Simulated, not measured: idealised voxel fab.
Process module, titled voxel trench capacitor
The cross-section on display is named cut; it measures 280 nm wide, and its cells are 5 nm squares.
Just so we're on the same page, the cross-sections are grids of square cells, and they're listed out in bands top to bottom, each band one or more rows deep.
Heads up on the band format: heights come first, top then bottom, in nm. After that it's the materials left to right, each with its width in nm. A single material flagged "full width" fills the whole band edge to edge, and "empty" means there's empty space there.
Height 0 is the level under which the wafer as received is all one material. The lowest band goes on downwards, as in "0 and below".
The expression "30 to 40" gives the width at the extremes of the band, the first number at its top row of cells and the second at its bottom row, with the width changing by equal amounts from each row to the next in between.
"remained unchanged" after a step means that no cell of the cross-section changed.
So "Closed void entries" is basically the list of trapped voids: any empty space of 8 cells or more that can't reach the top through an opening. They're written width x height at distance, the distance being from the left edge, and it's all nm.
Note: text after step settings on the step line = simulator remark on that step.
The setting "overlay nm" may be written on the line of a step. When the step uses a mask, the value reports how far to the right of the planned place the mask lay, and a negative value reports that it lay to the left.

### The following list gives the planned process steps
step 1: RECEIVE: material Si
step 2: CONFORMAL_DEP: material SiN, thk nm 10
step 3: DIRECTIONAL_DEP: material aC, thk nm 15
step 4: PATTERN: tone open, mask id TRENCH, material resist, width nm 30, pitch nm 45, thk nm 35, overlay nm -15
step 5: DIRECTIONAL_ETCH: etch materials aC, depth nm 15
step 6: STRIP: etch materials resist
step 7: DIRECTIONAL_ETCH: etch materials SiN, depth nm 10
step 8: DIRECTIONAL_ETCH: etch materials Si, depth nm 30
step 9: STRIP: etch materials aC
step 10: CONFORMAL_DEP: material HfO2, thk nm 5
step 11: CONFORMAL_DEP: material TiN, thk nm 5
step 12: FILL_DEP: material W, thk nm 10
step 13: CMP: height nm 10
Heads up: all these wafers start the same, and what changes between them is the overlay nm in step 4. The value you see in the plan is just what the first wafer got.

### Cross-section of the first of several wafers on receipt, reflecting completion of step 1
- 0 and below | Si full width
- Closed void entries: none

### The cross-section of the first of several wafers is given below for the end of the module, after its final step, step 13
- 10 down to 0 | 85 of SiN, 5 of HfO2, 5 of TiN, 10 of W, 5 of TiN, 5 of HfO2, 15 of SiN, 5 of HfO2, 5 of TiN, 10 of W, 5 of TiN, 5 of HfO2, 120 of SiN
- 0 down to -20 | 85 of Si, 5 of HfO2, 5 of TiN, 10 of W, 5 of TiN, 5 of HfO2, 15 of Si, 5 of HfO2, 5 of TiN, 10 of W, 5 of TiN, 5 of HfO2, 120 of Si
- -20 down to -25 | 85 of Si, 5 of HfO2, 20 of TiN, 5 of HfO2, 15 of Si, 5 of HfO2, 20 of TiN, 5 of HfO2, 120 of Si
- -25 down to -30 | 85 of Si, 30 of HfO2, 15 of Si, 30 of HfO2, 120 of Si
- -30 and below | Si full width
- Closed void entries: none

### The last wafer as seen in cross-section at the end of the module
- 10 down to 0 | 115 of SiN, 5 of HfO2, 5 of TiN, 10 of W, 5 of TiN, 5 of HfO2, 15 of SiN, 5 of HfO2, 5 of TiN, 10 of W, 5 of TiN, 5 of HfO2, 90 of SiN
- 0 down to -20 | 115 of Si, 5 of HfO2, 5 of TiN, 10 of W, 5 of TiN, 5 of HfO2, 15 of Si, 5 of HfO2, 5 of TiN, 10 of W, 5 of TiN, 5 of HfO2, 90 of Si
- -20 down to -25 | 115 of Si, 5 of HfO2, 20 of TiN, 5 of HfO2, 15 of Si, 5 of HfO2, 20 of TiN, 5 of HfO2, 90 of Si
- -25 down to -30 | 115 of Si, 30 of HfO2, 15 of Si, 30 of HfO2, 90 of Si
- -30 and below | Si full width
- Closed void entries: none

### Per-wafer rows below. For each material: cells gained (+) or lost (-) since the wafer was received, as of end of module. Then: closed voids
overlay nm -15, +40 HfO2, -72 Si, +88 SiN, +32 TiN, +24 W, Closed void entries: none
overlay nm -10, +40 HfO2, -72 Si, +88 SiN, +32 TiN, +24 W, Closed void entries: none
overlay nm -5, +40 HfO2, -72 Si, +88 SiN, +32 TiN, +24 W, Closed void entries: none
overlay nm 0, +40 HfO2, -72 Si, +88 SiN, +32 TiN, +24 W, Closed void entries: none
overlay nm 5, +40 HfO2, -72 Si, +88 SiN, +32 TiN, +24 W, Closed void entries: none
overlay nm 10, +40 HfO2, -72 Si, +88 SiN, +32 TiN, +24 W, Closed void entries: none
overlay nm 15, +40 HfO2, -72 Si, +88 SiN, +32 TiN, +24 W, Closed void entries: none
